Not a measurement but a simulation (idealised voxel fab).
A process module follows: voxel transistor to metal.
Each square cell in cross-section cut measures 5 nm, and the section as a whole is 205 nm wide.
Notation: cross-section as square-cell grid; stated in bands, top first, going down; one or more cell rows per band. Band entry format. Leading values: height of top, height of bottom, nm. Remainder: materials in left-to-right order, each with its width in nm. Special words: "throughout" on a single material, which then fills the band edge to edge; "air", empty space. Basically, 0 is our baseline, since under it the wafer straight out of the box is all one material. The bottom band has no lower end and keeps on going down, so it looks like "z 0 and below". Quick explanation for "30..40": the width changes in equal steps down the rows of cells, from the first number in the band's top row to the second number in its bottom row. Step note "same as before" = no cross-section cell changed. Listed in "Enclosed cavities": every empty space of 8 or more cells without an open way to the top. Form: width x height at distance, the distance being from the left edge, all in nm. Post-settings text on a step line: simulator's own remark regarding the step. The optional step-line setting "overlay nm" applies to steps with a mask and quantifies how far to the right of its planned location the mask lay, a negative value indicating leftward placement. Heads up before you read on: it's before/after pairs around one process step each, after side only down to the lowest band that changed, step plus settings under the pair. Pairs can be from different runs of this module, same starting wafer, so only chain a pair onto the one above if its "State before step" entry says so.
STATE BEFORE STEP
  z 75 to 50 | air 55, W 15, air 65, W 15, air 55
  z 50 to 45 | air 55, TiN 15, air 65, TiN 15, air 55
  z 45 to 35 | SiO2 55, TiN 5, W 20, TiN 5, SiO2 35, TiN 5, W 20, TiN 5, SiO2 55
  z 35 to 20 | SiO2 55, TiN 5, W 20, TiN 5, SiN 5, polySi 25, SiN 5, TiN 5, W 20, TiN 5, SiO2 55
  z 20 to 15 | SiO2 55, TiN 30, SiO2 35, TiN 30, SiO2 55
  z 15 to 0 | SiO2 50, SiN 105, SiO2 50
  z 0 to -5 | SiO2 throughout
  z -5 to -40 | SiO2 50, Si 105, SiO2 50
  z -40 and below | Si throughout
  Enclosed cavities: none
AFTER THE STEP
  z 80 to 75 | lowk throughout
  z 75 to 50 | lowk 55, W 15, lowk 65, W 15, lowk 55
  z 50 to 45 | lowk 55, TiN 15, lowk 65, TiN 15, lowk 55
  Below 45, the layers are the same as they were.
  Enclosed cavities: none
Formally, the process step situated between the two cross-sections above is op FILL_DEP | material lowk | thk nm 5
State before step: nothing new to draw here, it's the after view of the pair just above.
AFTER THE STEP
  z 75 to 50 | lowk 55, W 15, lowk 65, W 15, lowk 55
  Below 50, the layers are the same as they were.
  Enclosed cavities: none
Formally, the process step situated between the two cross-sections above is op CMP | height nm 75
State before step: nothing new to draw here, it's the after view of the pair just above.
AFTER THE STEP
  z 80 to 75 | SiCN throughout
  Below 75, the layers are the same as they were.
  Enclosed cavities: none
Formally, the process step situated between the two cross-sections above is op CONFORMAL_DEP | material SiCN | thk nm 5
State before step: nothing new to draw here, it's the after view of the pair just above.
AFTER THE STEP
  z 105 to 80 | lowk throughout
  Below 80, the layers are the same as they were.
  Enclosed cavities: none
Formally, the process step situated between the two cross-sections above is op DIRECTIONAL_DEP | material lowk | thk nm 25
State before step: nothing new to draw here, it's the after view of the pair just above.
AFTER THE STEP
  z 120 to 105 | aC throughout
  Below 105, the layers are the same as they were.
  Enclosed cavities: none
Formally, the process step situated between the two cross-sections above is op DIRECTIONAL_DEP | material aC | thk nm 15
State before step: nothing new to draw here, it's the after view of the pair just above.
AFTER THE STEP
  z 150 to 120 | resist 55, air 15, resist 65, air 15, resist 55
  Below 120, the layers are the same as they were.
  Enclosed cavities: none
Formally, the process step situated between the two cross-sections above is op PATTERN | tone open | mask id METAL_2 | material resist | width nm 15 | pitch nm 80 | thk nm 30 | overlay nm 0
State before step: nothing new to draw here, it's the after view of the pair just above.
AFTER THE STEP
  z 135 to 120 | resist 55, air 15, resist 65, air 15, resist 55
  z 120 to 105 | aC 55, air 15, aC 65, air 15, aC 55
  Below 105, the layers are the same as they were.
  Enclosed cavities: none
Formally, the process step situated between the two cross-sections above is op DIRECTIONAL_ETCH | etch materials aC | depth nm 15
State before step: nothing new to draw here, it's the after view of the pair just above.
AFTER THE STEP
  z 120 to 105 | aC 55, air 15, aC 65, air 15, aC 55
  Below 105, the layers are the same as they were.
  Enclosed cavities: none
Formally, the process step situated between the two cross-sections above is op STRIP | etch materials resist
State before step: nothing new to draw here, it's the after view of the pair just above.
AFTER THE STEP
  z 120 to 105 | aC 55, air 15, aC 65, air 15, aC 55
  z 105 to 90 | lowk 55, air 15, lowk 65, air 15, lowk 55
  Below 90, the layers are the same as they were.
  Enclosed cavities: none
Formally, the process step situated between the two cross-sections above is op DIRECTIONAL_ETCH | etch materials lowk | depth nm 15
State before step: nothing new to draw here, it's the after view of the pair just above.
AFTER THE STEP
  z 105 to 90 | lowk 55, air 15, lowk 65, air 15, lowk 55
  Below 90, the layers are the same as they were.
  Enclosed cavities: none
Formally, the process step situated between the two cross-sections above is op STRIP | etch materials aC
State before step: nothing new to draw here, it's the after view of the pair just above.
AFTER THE STEP
  z 115 to 105 | aC 55, air 15, aC 65, air 15, aC 55
  z 105 to 100 | lowk 55, air 15, lowk 65, air 15, lowk 55
  z 100 to 90 | lowk 55, aC 15, lowk 65, aC 15, lowk 55
  Below 90, the layers are the same as they were.
  Enclosed cavities: none
Formally, the process step situated between the two cross-sections above is op DIRECTIONAL_DEP | material aC | thk nm 10
State before step: nothing new to draw here, it's the after view of the pair just above.
AFTER THE STEP
  z 145 to 115 | resist 55, air 15, resist 65, air 15, resist 55
  Below 115, the layers are the same as they were.
  Enclosed cavities: none
Formally, the process step situated between the two cross-sections above is op PATTERN | tone open | mask id METAL_2_HOLES | material resist | width nm 15 | pitch nm 80 | thk nm 30 | overlay nm 0
State before step: nothing new to draw here, it's the after view of the pair just above.
AFTER THE STEP
  z 135 to 115 | resist 55, air 15, resist 65, air 15, resist 55
  z 115 to 105 | aC 55, air 15, aC 65, air 15, aC 55
  z 105 to 90 | lowk 55, air 15, lowk 65, air 15, lowk 55
  Below 90, the layers are the same as they were.
  Enclosed cavities: none
Formally, the process step situated between the two cross-sections above is op DIRECTIONAL_ETCH | etch materials aC | depth nm 10
State before step: nothing new to draw here, it's the after view of the pair just above.
AFTER THE STEP
  z 115 to 105 | aC 55, air 15, aC 65, air 15, aC 55
  Below 105, the layers are the same as they were.
  Enclosed cavities: none
Formally, the process step situated between the two cross-sections above is op STRIP | etch materials resist
State before step: nothing new to draw here, it's the after view of the pair just above.
AFTER THE STEP
  z 115 to 105 | aC 55, air 15, aC 65, air 15, aC 55
  z 105 to 80 | lowk 55, air 15, lowk 65, air 15, lowk 55
  Below 80, the layers are the same as they were.
  Enclosed cavities: none
Formally, the process step situated between the two cross-sections above is op DIRECTIONAL_ETCH | etch materials lowk | depth nm 10
State before step: nothing new to draw here, it's the after view of the pair just above.
AFTER THE STEP
  z 115 to 105 | aC 55, air 15, aC 65, air 15, aC 55
  z 105 to 80 | lowk 55, air 15, lowk 65, air 15, lowk 55
  z 80 to 75 | SiCN 55, air 15, SiCN 65, air 15, SiCN 55
  Below 75, the layers are the same as they were.
  Enclosed cavities: none
Formally, the process step situated between the two cross-sections above is op DIRECTIONAL_ETCH | etch materials SiCN | depth nm 5
State before step: nothing new to draw here, it's the after view of the pair just above.
AFTER THE STEP
  z 105 to 80 | lowk 55, air 15, lowk 65, air 15, lowk 55
  Below 80, the layers are the same as they were.
  Enclosed cavities: none
Formally, the process step situated between the two cross-sections above is op STRIP | etch materials aC
State before step: nothing new to draw here, it's the after view of the pair just above.
AFTER THE STEP
  z 110 to 105 | TiN 60, air 5, TiN 75, air 5, TiN 60
  z 105 to 80 | lowk 55, TiN 5, air 5, TiN 5, lowk 65, TiN 5, air 5, TiN 5, lowk 55
  z 80 to 75 | SiCN 55, TiN 15, SiCN 65, TiN 15, SiCN 55
  Below 75, the layers are the same as they were.
  Enclosed cavities: none
Formally, the process step situated between the two cross-sections above is op CONFORMAL_DEP | material TiN | thk nm 5
State before step: nothing new to draw here, it's the after view of the pair just above.
AFTER THE STEP
  z 115 to 110 | Cu throughout
  z 110 to 105 | TiN 60, Cu 5, TiN 75, Cu 5, TiN 60
  z 105 to 80 | lowk 55, TiN 5, Cu 5, TiN 5, lowk 65, TiN 5, Cu 5, TiN 5, lowk 55
  Below 80, the layers are the same as they were.
  Enclosed cavities: none
Formally, the process step situated between the two cross-sections above is op FILL_DEP | material Cu | thk nm 5
State before step: nothing new to draw here, it's the after view of the pair just above.
AFTER THE STEP
  z 105 to 80 | lowk 55, TiN 5, Cu 5, TiN 5, lowk 65, TiN 5, Cu 5, TiN 5, lowk 55
  Below 80, the layers are the same as they were.
  Enclosed cavities: none
Formally, the process step situated between the two cross-sections above is op CMP | height nm 105
State before step: nothing new to draw here, it's the after view of the pair just above.
AFTER THE STEP
  z 110 to 105 | SiCN throughout
  Below 105, the layers are the same as they were.
  Enclosed cavities: none
Formally, the process step situated between the two cross-sections above is op CONFORMAL_DEP | material SiCN | thk nm 5
STATE BEFORE STEP
  z 45 to 35 | SiCN 45, air 115, SiCN 45
  z 35 to 30 | SiCN throughout
  z 30 to 20 | polySi 45, SiCN 115, polySi 45
  z 20 to 5 | polySi throughout
  z 5 to -5 | SiO2 45, polySi 115, SiO2 45
  z -5 to -10 | SiO2 throughout
  z -10 to -40 | SiO2 50, Si 105, SiO2 50
  z -40 and below | Si throughout
  Enclosed cavities: none
AFTER THE STEP
  z 60 to 50 | SiCN 45, air 115, SiCN 45
  z 50 to 30 | SiCN throughout
  Below 30, the layers are the same as they were.
  Enclosed cavities: none
Formally, the process step situated between the two cross-sections above is op DIRECTIONAL_DEP | material SiCN | thk nm 15
State before step: nothing new to draw here, it's the after view of the pair just above.
AFTER THE STEP
  z 50 to 35 | air 90, SiCN 25, air 90
  z 35 to 30 | SiCN 45, air 45, SiCN 25, air 45, SiCN 45
  z 30 to 25 | polySi 45, air 45, SiCN 25, air 45, polySi 45
  Below 25, the layers are the same as they were.
  Enclosed cavities: none
Formally, the process step situated between the two cross-sections above is op MASKED_ETCH | tone cover | mask id GATE | width nm 25 | etch materials SiCN | depth nm 25 | overlay nm 0
State before step: nothing new to draw here, it's the after view of the pair just above.
AFTER THE STEP
  z 55 to 50 | air 85, SiN 35, air 85
  z 50 to 40 | air 85, SiN 5, SiCN 25, SiN 5, air 85
  z 40 to 35 | SiN 50, air 35, SiN 5, SiCN 25, SiN 5, air 35, SiN 50
  z 35 to 30 | SiCN 45, SiN 5, air 35, SiN 5, SiCN 25, SiN 5, air 35, SiN 5, SiCN 45
  z 30 to 25 | polySi 45, SiN 45, SiCN 25, SiN 45, polySi 45
  Below 25, the layers are the same as they were.
  Enclosed cavities: none
Formally, the process step situated between the two cross-sections above is op CONFORMAL_DEP | material SiN | thk nm 5
State before step: nothing new to draw here, it's the after view of the pair just above.
AFTER THE STEP
  z 50 to 35 | air 85, SiN 5, SiCN 25, SiN 5, air 85
  z 35 to 30 | SiCN 45, SiN 5, air 35, SiN 5, SiCN 25, SiN 5, air 35, SiN 5, SiCN 45
  z 30 to 25 | polySi 45, SiN 5, air 35, SiN 5, SiCN 25, SiN 5, air 35, SiN 5, polySi 45
  Below 25, the layers are the same as they were.
  Enclosed cavities: none
Formally, the process step situated between the two cross-sections above is op DIRECTIONAL_ETCH | etch materials SiN | depth nm 5
State before step: nothing new to draw here, it's the after view of the pair just above.
AFTER THE STEP
  z 55 to 50 | SiO2 throughout
  z 50 to 35 | SiO2 85, SiN 5, SiCN 25, SiN 5, SiO2 85
  z 35 to 30 | SiCN 45, SiN 5, SiO2 35, SiN 5, SiCN 25, SiN 5, SiO2 35, SiN 5, SiCN 45
  z 30 to 25 | polySi 45, SiN 5, SiO2 35, SiN 5, SiCN 25, SiN 5, SiO2 35, SiN 5, polySi 45
  Below 25, the layers are the same as they were.
  Enclosed cavities: none
Formally, the process step situated between the two cross-sections above is op FILL_DEP | material SiO2 | thk nm 5
State before step: nothing new to draw here, it's the after view of the pair just above.
AFTER THE STEP
  z 35 to 30 | SiCN 45, SiN 5, SiO2 35, SiN 5, SiCN 25, SiN 5, SiO2 35, SiN 5, SiCN 45
  Below 30, the layers are the same as they were.
  Enclosed cavities: none
Formally, the process step situated between the two cross-sections above is op CMP | height nm 35
State before step: nothing new to draw here, it's the after view of the pair just above.
AFTER THE STEP
  z 45 to 35 | SiO2 throughout
  Below 35, the layers are the same as they were.
  Enclosed cavities: none
Formally, the process step situated between the two cross-sections above is op DIRECTIONAL_DEP | material SiO2 | thk nm 10
State before step: nothing new to draw here, it's the after view of the pair just above.
AFTER THE STEP
  z 45 to 35 | SiO2 55, air 30, SiO2 35, air 30, SiO2 55
  z 35 to 30 | SiCN 45, SiN 5, SiO2 5, air 30, SiN 5, SiCN 25, SiN 5, air 30, SiO2 5, SiN 5, SiCN 45
  z 30 to 25 | polySi 45, SiN 5, SiO2 5, air 30, SiN 5, SiCN 25, SiN 5, air 30, SiO2 5, SiN 5, polySi 45
  Below 25, the layers are the same as they were.
  Enclosed cavities: none
Formally, the process step situated between the two cross-sections above is op MASKED_ETCH | tone open | mask id CONTACT | width nm 30 | pitch nm 65 | etch materials SiO2 | depth nm 50 | overlay nm 0
State before step: nothing new to draw here, it's the after view of the pair just above.
AFTER THE STEP
  z 50 to 45 | TiN 60, air 20, TiN 45, air 20, TiN 60
  z 45 to 35 | SiO2 55, TiN 5, air 20, TiN 5, SiO2 35, TiN 5, air 20, TiN 5, SiO2 55
  z 35 to 30 | SiCN 45, SiN 5, SiO2 5, TiN 5, air 20, TiN 5, SiN 5, SiCN 25, SiN 5, TiN 5, air 20, TiN 5, SiO2 5, SiN 5, SiCN 45
  z 30 to 25 | polySi 45, SiN 5, SiO2 5, TiN 30, SiN 5, SiCN 25, SiN 5, TiN 30, SiO2 5, SiN 5, polySi 45
  Below 25, the layers are the same as they were.
  Enclosed cavities: none
Formally, the process step situated between the two cross-sections above is op CONFORMAL_DEP | material TiN | thk nm 5
State before step: nothing new to draw here, it's the after view of the pair just above.
AFTER THE STEP
  z 55 to 50 | W throughout
  z 50 to 45 | TiN 60, W 20, TiN 45, W 20, TiN 60
  z 45 to 35 | SiO2 55, TiN 5, W 20, TiN 5, SiO2 35, TiN 5, W 20, TiN 5, SiO2 55
  z 35 to 30 | SiCN 45, SiN 5, SiO2 5, TiN 5, W 20, TiN 5, SiN 5, SiCN 25, SiN 5, TiN 5, W 20, TiN 5, SiO2 5, SiN 5, SiCN 45
  Below 30, the layers are the same as they were.
  Enclosed cavities: none
Formally, the process step situated between the two cross-sections above is op FILL_DEP | material W | thk nm 5
State before step: nothing new to draw here, it's the after view of the pair just above.
AFTER THE STEP
  z 45 to 35 | SiO2 55, TiN 5, W 20, TiN 5, SiO2 35, TiN 5, W 20, TiN 5, SiO2 55
  Below 35, the layers are the same as they were.
  Enclosed cavities: none
Formally, the process step situated between the two cross-sections above is op CMP | height nm 45
State before step: nothing new to draw here, it's the after view of the pair just above.
AFTER THE STEP
  z 50 to 45 | TiN throughout
  Below 45, the layers are the same as they were.
  Enclosed cavities: none
Formally, the process step situated between the two cross-sections above is op DIRECTIONAL_DEP | material TiN | thk nm 5
State before step: nothing new to draw here, it's the after view of the pair just above.
AFTER THE STEP
  z 75 to 50 | W throughout
  Below 50, the layers are the same as they were.
  Enclosed cavities: none
Formally, the process step situated between the two cross-sections above is op DIRECTIONAL_DEP | material W | thk nm 25
State before step: nothing new to draw here, it's the after view of the pair just above.
AFTER THE STEP
  z 75 to 50 | air 55, W 15, air 65, W 15, air 55
  Below 50, the layers are the same as they were.
  Enclosed cavities: none
Formally, the process step situated between the two cross-sections above is op MASKED_ETCH | tone cover | mask id METAL_1 | width nm 15 | pitch nm 80 | etch materials W | depth nm 25 | overlay nm 0
State before step: nothing new to draw here, it's the after view of the pair just above.
AFTER THE STEP
  z 75 to 50 | air 55, W 15, air 65, W 15, air 55
  z 50 to 45 | air 55, TiN 15, air 65, TiN 15, air 55
  Below 45, the layers are the same as they were.
  Enclosed cavities: none
Formally, the process step situated between the two cross-sections above is op MASKED_ETCH | tone cover | mask id METAL_1 | width nm 15 | pitch nm 80 | etch materials TiN | depth nm 5 | overlay nm 0
State before step: nothing new to draw here, it's the after view of the pair just above.
AFTER THE STEP
  z 80 to 75 | lowk throughout
  z 75 to 50 | lowk 55, W 15, lowk 65, W 15, lowk 55
  z 50 to 45 | lowk 55, TiN 15, lowk 65, TiN 15, lowk 55
  Below 45, the layers are the same as they were.
  Enclosed cavities: none
Formally, the process step situated between the two cross-sections above is op FILL_DEP | material lowk | thk nm 5
State before step: nothing new to draw here, it's the after view of the pair just above.
AFTER THE STEP
  z 75 to 50 | lowk 55, W 15, lowk 65, W 15, lowk 55
  Below 50, the layers are the same as they were.
  Enclosed cavities: none
Formally, the process step situated between the two cross-sections above is op CMP | height nm 75
State before step: nothing new to draw here, it's the after view of the pair just above.
AFTER THE STEP
  z 80 to 75 | SiCN throughout
  Below 75, the layers are the same as they were.
  Enclosed cavities: none
Formally, the process step situated between the two cross-sections above is op CONFORMAL_DEP | material SiCN | thk nm 5
State before step: nothing new to draw here, it's the after view of the pair just above.
AFTER THE STEP
  z 105 to 80 | lowk throughout
  Below 80, the layers are the same as they were.
  Enclosed cavities: none
Formally, the process step situated between the two cross-sections above is op DIRECTIONAL_DEP | material lowk | thk nm 25
State before step: nothing new to draw here, it's the after view of the pair just above.
AFTER THE STEP
  z 120 to 105 | aC throughout
  Below 105, the layers are the same as they were.
  Enclosed cavities: none
Formally, the process step situated between the two cross-sections above is op DIRECTIONAL_DEP | material aC | thk nm 15
State before step: nothing new to draw here, it's the after view of the pair just above.
AFTER THE STEP
  z 150 to 120 | resist 55, air 15, resist 65, air 15, resist 55
  Below 120, the layers are the same as they were.
  Enclosed cavities: none
Formally, the process step situated between the two cross-sections above is op PATTERN | tone open | mask id METAL_2 | material resist | width nm 15 | pitch nm 80 | thk nm 30 | overlay nm 0
State before step: nothing new to draw here, it's the after view of the pair just above.
AFTER THE STEP
  z 135 to 120 | resist 55, air 15, resist 65, air 15, resist 55
  z 120 to 105 | aC 55, air 15, aC 65, air 15, aC 55
  Below 105, the layers are the same as they were.
  Enclosed cavities: none
Formally, the process step situated between the two cross-sections above is op DIRECTIONAL_ETCH | etch materials aC | depth nm 15
State before step: nothing new to draw here, it's the after view of the pair just above.
AFTER THE STEP
  z 120 to 105 | aC 55, air 15, aC 65, air 15, aC 55
  Below 105, the layers are the same as they were.
  Enclosed cavities: none
Formally, the process step situated between the two cross-sections above is op STRIP | etch materials resist
State before step: nothing new to draw here, it's the after view of the pair just above.
AFTER THE STEP
  z 120 to 105 | aC 55, air 15, aC 65, air 15, aC 55
  z 105 to 90 | lowk 55, air 15, lowk 65, air 15, lowk 55
  Below 90, the layers are the same as they were.
  Enclosed cavities: none
Formally, the process step situated between the two cross-sections above is op DIRECTIONAL_ETCH | etch materials lowk | depth nm 15
State before step: nothing new to draw here, it's the after view of the pair just above.
AFTER THE STEP
  z 105 to 90 | lowk 55, air 15, lowk 65, air 15, lowk 55
  Below 90, the layers are the same as they were.
  Enclosed cavities: none
Formally, the process step situated between the two cross-sections above is op STRIP | etch materials aC
State before step: nothing new to draw here, it's the after view of the pair just above.
AFTER THE STEP
  z 115 to 105 | aC 55, air 15, aC 65, air 15, aC 55
  z 105 to 100 | lowk 55, air 15, lowk 65, air 15, lowk 55
  z 100 to 90 | lowk 55, aC 15, lowk 65, aC 15, lowk 55
  Below 90, the layers are the same as they were.
  Enclosed cavities: none
Formally, the process step situated between the two cross-sections above is op DIRECTIONAL_DEP | material aC | thk nm 10
State before step: nothing new to draw here, it's the after view of the pair just above.
AFTER THE STEP
  z 145 to 115 | resist 55, air 15, resist 65, air 15, resist 55
  Below 115, the layers are the same as they were.
  Enclosed cavities: none
Formally, the process step situated between the two cross-sections above is op PATTERN | tone open | mask id METAL_2_HOLES | material resist | width nm 15 | pitch nm 80 | thk nm 30 | overlay nm 0
State before step: nothing new to draw here, it's the after view of the pair just above.
AFTER THE STEP
  z 135 to 115 | resist 55, air 15, resist 65, air 15, resist 55
  z 115 to 105 | aC 55, air 15, aC 65, air 15, aC 55
  z 105 to 90 | lowk 55, air 15, lowk 65, air 15, lowk 55
  Below 90, the layers are the same as they were.
  Enclosed cavities: none
Formally, the process step situated between the two cross-sections above is op DIRECTIONAL_ETCH | etch materials aC | depth nm 10
State before step: nothing new to draw here, it's the after view of the pair just above.
AFTER THE STEP
  z 115 to 105 | aC 55, air 15, aC 65, air 15, aC 55
  Below 105, the layers are the same as they were.
  Enclosed cavities: none
Formally, the process step situated between the two cross-sections above is op STRIP | etch materials resist
State before step: nothing new to draw here, it's the after view of the pair just above.
AFTER THE STEP
  z 115 to 105 | aC 55, air 15, aC 65, air 15, aC 55
  z 105 to 80 | lowk 55, air 15, lowk 65, air 15, lowk 55
  Below 80, the layers are the same as they were.
  Enclosed cavities: none
Formally, the process step situated between the two cross-sections above is op DIRECTIONAL_ETCH | etch materials lowk | depth nm 10
State before step: nothing new to draw here, it's the after view of the pair just above.
AFTER THE STEP
  z 115 to 105 | aC 55, air 15, aC 65, air 15, aC 55
  z 105 to 80 | lowk 55, air 15, lowk 65, air 15, lowk 55
  z 80 to 75 | SiCN 55, air 15, SiCN 65, air 15, SiCN 55
  Below 75, the layers are the same as they were.
  Enclosed cavities: none
Formally, the process step situated between the two cross-sections above is op DIRECTIONAL_ETCH | etch materials SiCN | depth nm 5
State before step: nothing new to draw here, it's the after view of the pair just above.
AFTER THE STEP
  z 105 to 80 | lowk 55, air 15, lowk 65, air 15, lowk 55
  Below 80, the layers are the same as they were.
  Enclosed cavities: none
Formally, the process step situated between the two cross-sections above is op STRIP | etch materials aC
State before step: nothing new to draw here, it's the after view of the pair just above.
AFTER THE STEP
  z 110 to 105 | TiN 60, air 5, TiN 75, air 5, TiN 60
  z 105 to 80 | lowk 55, TiN 5, air 5, TiN 5, lowk 65, TiN 5, air 5, TiN 5, lowk 55
  z 80 to 75 | SiCN 55, TiN 15, SiCN 65, TiN 15, SiCN 55
  Below 75, the layers are the same as they were.
  Enclosed cavities: none
Formally, the process step situated between the two cross-sections above is op CONFORMAL_DEP | material TiN | thk nm 5
State before step: nothing new to draw here, it's the after view of the pair just above.
AFTER THE STEP
  z 115 to 110 | Cu throughout
  z 110 to 105 | TiN 60, Cu 5, TiN 75, Cu 5, TiN 60
  z 105 to 80 | lowk 55, TiN 5, Cu 5, TiN 5, lowk 65, TiN 5, Cu 5, TiN 5, lowk 55
  Below 80, the layers are the same as they were.
  Enclosed cavities: none
Formally, the process step situated between the two cross-sections above is op FILL_DEP | material Cu | thk nm 5
State before step: nothing new to draw here, it's the after view of the pair just above.
AFTER THE STEP
  z 105 to 80 | lowk 55, TiN 5, Cu 5, TiN 5, lowk 65, TiN 5, Cu 5, TiN 5, lowk 55
  Below 80, the layers are the same as they were.
  Enclosed cavities: none
Formally, the process step situated between the two cross-sections above is op CMP | height nm 105
State before step: nothing new to draw here, it's the after view of the pair just above.
AFTER THE STEP
  z 110 to 105 | SiCN throughout
  Below 105, the layers are the same as they were.
  Enclosed cavities: none
Formally, the process step situated between the two cross-sections above is op CONFORMAL_DEP | material SiCN | thk nm 5
STATE BEFORE STEP
  z 15 to 10 | air 50, SiN 105, air 50
  z 10 to 0 | SiO2 50, SiN 105, SiO2 50
  z 0 to -5 | SiO2 throughout
  z -5 to -40 | SiO2 50, Si 105, SiO2 50
  z -40 and below | Si throughout
  Enclosed cavities: none
AFTER THE STEP
  z 15 to 5 | air 50, SiN 105, air 50
  Below 5, the layers are the same as they were.
  Enclosed cavities: none
Formally, the process step situated between the two cross-sections above is op SELECTIVE_ETCH | etch materials SiO2 | depth nm 5
State before step: nothing new to draw here, it's the after view of the pair just above.
AFTER THE STEP
  z 5 to 0 | SiO2 50, air 105, SiO2 50
  Below 0, the layers are the same as they were.
  Enclosed cavities: none
Formally, the process step situated between the two cross-sections above is op STRIP | etch materials SiN
State before step: nothing new to draw here, it's the after view of the pair just above.
AFTER THE STEP
  z 30 to 25 | polySi 50, air 105, polySi 50
  z 25 to 5 | polySi throughout
  z 5 to 0 | SiO2 50, polySi 105, SiO2 50
  Below 0, the layers are the same as they were.
  Enclosed cavities: none
Formally, the process step situated between the two cross-sections above is op DIRECTIONAL_DEP | material polySi | thk nm 25
State before step: nothing new to draw here, it's the after view of the pair just above.
AFTER THE STEP
  z 45 to 40 | SiCN 50, air 105, SiCN 50
  z 40 to 30 | SiCN throughout
  z 30 to 25 | polySi 50, SiCN 105, polySi 50
  Below 25, the layers are the same as they were.
  Enclosed cavities: none
Formally, the process step situated between the two cross-sections above is op DIRECTIONAL_DEP | material SiCN | thk nm 15
State before step: nothing new to draw here, it's the after view of the pair just above.
AFTER THE STEP
  z 40 to 30 | air 90, SiCN 25, air 90
  z 30 to 25 | polySi 50, air 40, SiCN 25, air 40, polySi 50
  Below 25, the layers are the same as they were.
  Enclosed cavities: none
Formally, the process step situated between the two cross-sections above is op MASKED_ETCH | tone cover | mask id GATE | width nm 25 | etch materials SiCN | depth nm 25 | overlay nm 0
State before step: nothing new to draw here, it's the after view of the pair just above.
AFTER THE STEP
  z 40 to 25 | air 90, SiCN 25, air 90
  z 25 to 5 | air 90, polySi 25, air 90
  z 5 to 0 | SiO2 50, air 40, polySi 25, air 40, SiO2 50
  Below 0, the layers are the same as they were.
  Enclosed cavities: none
Formally, the process step situated between the two cross-sections above is op MASKED_ETCH | tone cover | mask id GATE | width nm 25 | etch materials polySi | depth nm 35 | overlay nm 0
State before step: nothing new to draw here, it's the after view of the pair just above.
AFTER THE STEP
  z 45 to 40 | air 85, SiN 35, air 85
  z 40 to 25 | air 85, SiN 5, SiCN 25, SiN 5, air 85
  z 25 to 10 | air 85, SiN 5, polySi 25, SiN 5, air 85
  z 10 to 5 | SiN 55, air 30, SiN 5, polySi 25, SiN 5, air 30, SiN 55
  z 5 to 0 | SiO2 50, SiN 40, polySi 25, SiN 40, SiO2 50
  Below 0, the layers are the same as they were.
  Enclosed cavities: none
Formally, the process step situated between the two cross-sections above is op CONFORMAL_DEP | material SiN | thk nm 5
State before step: nothing new to draw here, it's the after view of the pair just above.
AFTER THE STEP
  z 40 to 25 | air 85, SiN 5, SiCN 25, SiN 5, air 85
  z 25 to 5 | air 85, SiN 5, polySi 25, SiN 5, air 85
  z 5 to 0 | SiO2 50, SiN 5, air 30, SiN 5, polySi 25, SiN 5, air 30, SiN 5, SiO2 50
  Below 0, the layers are the same as they were.
  Enclosed cavities: none
Formally, the process step situated between the two cross-sections above is op DIRECTIONAL_ETCH | etch materials SiN | depth nm 5
State before step: nothing new to draw here, it's the after view of the pair just above.
AFTER THE STEP
  z 40 to 25 | air 85, SiN 5, SiCN 25, SiN 5, air 85
  z 25 to 5 | air 85, SiN 5, polySi 25, SiN 5, air 85
  z 5 to 0 | air 50, SiN 5, air 30, SiN 5, polySi 25, SiN 5, air 30, SiN 5, air 50
  z 0 to -5 | SiO2 55, air 30, SiO2 35, air 30, SiO2 55
  Below -5, the layers are the same as they were.
  Enclosed cavities: none
Formally, the process step situated between the two cross-sections above is op DIRECTIONAL_ETCH | etch materials SiO2 | depth nm 5
State before step: nothing new to draw here, it's the after view of the pair just above.
AFTER THE STEP
  z 40 to 25 | air 85, SiN 5, SiCN 25, SiN 5, air 85
  z 25 to 5 | air 85, SiN 5, polySi 25, SiN 5, air 85
  z 5 to 0 | air 50, SiN 5, air 30, SiN 5, polySi 25, SiN 5, air 30, SiN 5, air 50
  z 0 to -5 | SiO2 55, SiGe 30, SiO2 35, SiGe 30, SiO2 55
  Below -5, the layers are the same as they were.
  Enclosed cavities: none
Formally, the process step situated between the two cross-sections above is op EPI | material SiGe | thk nm 5
State before step: nothing new to draw here, it's the after view of the pair just above.
AFTER THE STEP
  z 45 to 40 | SiO2 throughout
  z 40 to 25 | SiO2 85, SiN 5, SiCN 25, SiN 5, SiO2 85
  z 25 to 5 | SiO2 85, SiN 5, polySi 25, SiN 5, SiO2 85
  z 5 to 0 | SiO2 50, SiN 5, SiO2 30, SiN 5, polySi 25, SiN 5, SiO2 30, SiN 5, SiO2 50
  Below 0, the layers are the same as they were.
  Enclosed cavities: none
Formally, the process step situated between the two cross-sections above is op FILL_DEP | material SiO2 | thk nm 5
State before step: nothing new to draw here, it's the after view of the pair just above.
AFTER THE STEP
  z 35 to 25 | SiO2 85, SiN 5, SiCN 25, SiN 5, SiO2 85
  Below 25, the layers are the same as they were.
  Enclosed cavities: none
Formally, the process step situated between the two cross-sections above is op CMP | height nm 35
State before step: nothing new to draw here, it's the after view of the pair just above.
AFTER THE STEP
  z 45 to 35 | SiO2 throughout
  Below 35, the layers are the same as they were.
  Enclosed cavities: none
Formally, the process step situated between the two cross-sections above is op DIRECTIONAL_DEP | material SiO2 | thk nm 10
State before step: nothing new to draw here, it's the after view of the pair just above.
AFTER THE STEP
  z 45 to 35 | SiO2 55, air 30, SiO2 35, air 30, SiO2 55
  z 35 to 25 | SiO2 55, air 30, SiN 5, SiCN 25, SiN 5, air 30, SiO2 55
  z 25 to 5 | SiO2 55, air 30, SiN 5, polySi 25, SiN 5, air 30, SiO2 55
  z 5 to 0 | SiO2 50, SiN 5, air 30, SiN 5, polySi 25, SiN 5, air 30, SiN 5, SiO2 50
  Below 0, the layers are the same as they were.
  Enclosed cavities: none
Formally, the process step situated between the two cross-sections above is op MASKED_ETCH | tone open | mask id CONTACT | width nm 30 | pitch nm 65 | etch materials SiO2 | depth nm 50 | overlay nm 0
State before step: nothing new to draw here, it's the after view of the pair just above.
AFTER THE STEP
  z 50 to 45 | TiN 60, air 20, TiN 45, air 20, TiN 60
  z 45 to 35 | SiO2 55, TiN 5, air 20, TiN 5, SiO2 35, TiN 5, air 20, TiN 5, SiO2 55
  z 35 to 25 | SiO2 55, TiN 5, air 20, TiN 5, SiN 5, SiCN 25, SiN 5, TiN 5, air 20, TiN 5, SiO2 55
  z 25 to 5 | SiO2 55, TiN 5, air 20, TiN 5, SiN 5, polySi 25, SiN 5, TiN 5, air 20, TiN 5, SiO2 55
  z 5 to 0 | SiO2 50, SiN 5, TiN 30, SiN 5, polySi 25, SiN 5, TiN 30, SiN 5, SiO2 50
  Below 0, the layers are the same as they were.
  Enclosed cavities: none
Formally, the process step situated between the two cross-sections above is op CONFORMAL_DEP | material TiN | thk nm 5
